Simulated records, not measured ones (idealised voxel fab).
process module | voxel plated lines
cross-section cut | 260 nm wide | cells 5 nm
A cross-section is a grid of square cells, given in bands from the top down. A band is one or more rows of cells.
Each band's line starts with the height of the band's top and of its bottom, in nm. Then come its materials from left to right, each with its width in nm. One material with "throughout" fills the band from edge to edge. "air" is empty space.
Height 0 is the level under which the wafer as received is all one material. The lowest band goes on downwards, as in "0 down".
A width such as "30 to 40" changes by the same amount from each row of cells to the next, from the band's top row to its bottom row.
"no change" after a step means that no cell of the cross-section changed.
closed voids: empty space of 8 cells or more with no open way to the top, each as width x height at its distance from the left edge, in nm
after a step's settings: what the simulator itself notes on the step
overlay nm, on a step with a mask: how far to the right of its planned place the mask lay; to the left if negative
plan
1 op RECEIVE | material Si
2 op CONFORMAL_DEP | material SiO2 | thk nm 5
3 op DIRECTIONAL_DEP | material TiN | thk nm 5
4 op PATTERN | tone open | mask id LINES | material resist | width nm 30 | pitch nm 50 | thk nm 35 | overlay nm 0
5 op EPI | material Ru | thk nm 5
6 op EPI | material Ru | thk nm 10
7 op EPI | material Ru | thk nm 5
8 op STRIP | etch materials resist
9 op DIRECTIONAL_ETCH | etch materials TiN | depth nm 5
10 op CONFORMAL_DEP | material SiO2 | thk nm 10
as received, after step 1
  0 down: Si throughout
  closed voids: none
first wafer at the end, as planned
  40 to 30: air 30 | SiO2 200 | air 30
  30 to 15: air 30 | SiO2 10 | Ru 30 | SiO2 20 | Ru 30 | SiO2 20 | Ru 30 | SiO2 20 | Ru 30 | SiO2 10 | air 30
  15 to 10: SiO2 40 | Ru 30 | SiO2 20 | Ru 30 | SiO2 20 | Ru 30 | SiO2 20 | Ru 30 | SiO2 40
  10 to 5: SiO2 40 | TiN 30 | SiO2 20 | TiN 30 | SiO2 20 | TiN 30 | SiO2 20 | TiN 30 | SiO2 40
  5 to 0: SiO2 throughout
  0 down: Si throughout
  closed voids: none
second wafer at the end: like start, like plan, one mistake
  40 to 30: air 40 | SiO2 200 | air 20
  30 to 15: air 40 | SiO2 10 | Ru 30 | SiO2 20 | Ru 30 | SiO2 20 | Ru 30 | SiO2 20 | Ru 30 | SiO2 10 | air 20
  15 to 10: SiO2 50 | Ru 30 | SiO2 20 | Ru 30 | SiO2 20 | Ru 30 | SiO2 20 | Ru 30 | SiO2 30
  10 to 5: SiO2 50 | TiN 30 | SiO2 20 | TiN 30 | SiO2 20 | TiN 30 | SiO2 20 | TiN 30 | SiO2 30
  5 to 0: SiO2 throughout
  0 down: Si throughout
  closed voids: none
what went wrong: step 4 ran as: op PATTERN | tone open | mask id LINES | material resist | width nm 30 | pitch nm 50 | thk nm 35 | overlay nm 10
at the end the second wafer has, in cells: as many of each material as the first, in other places
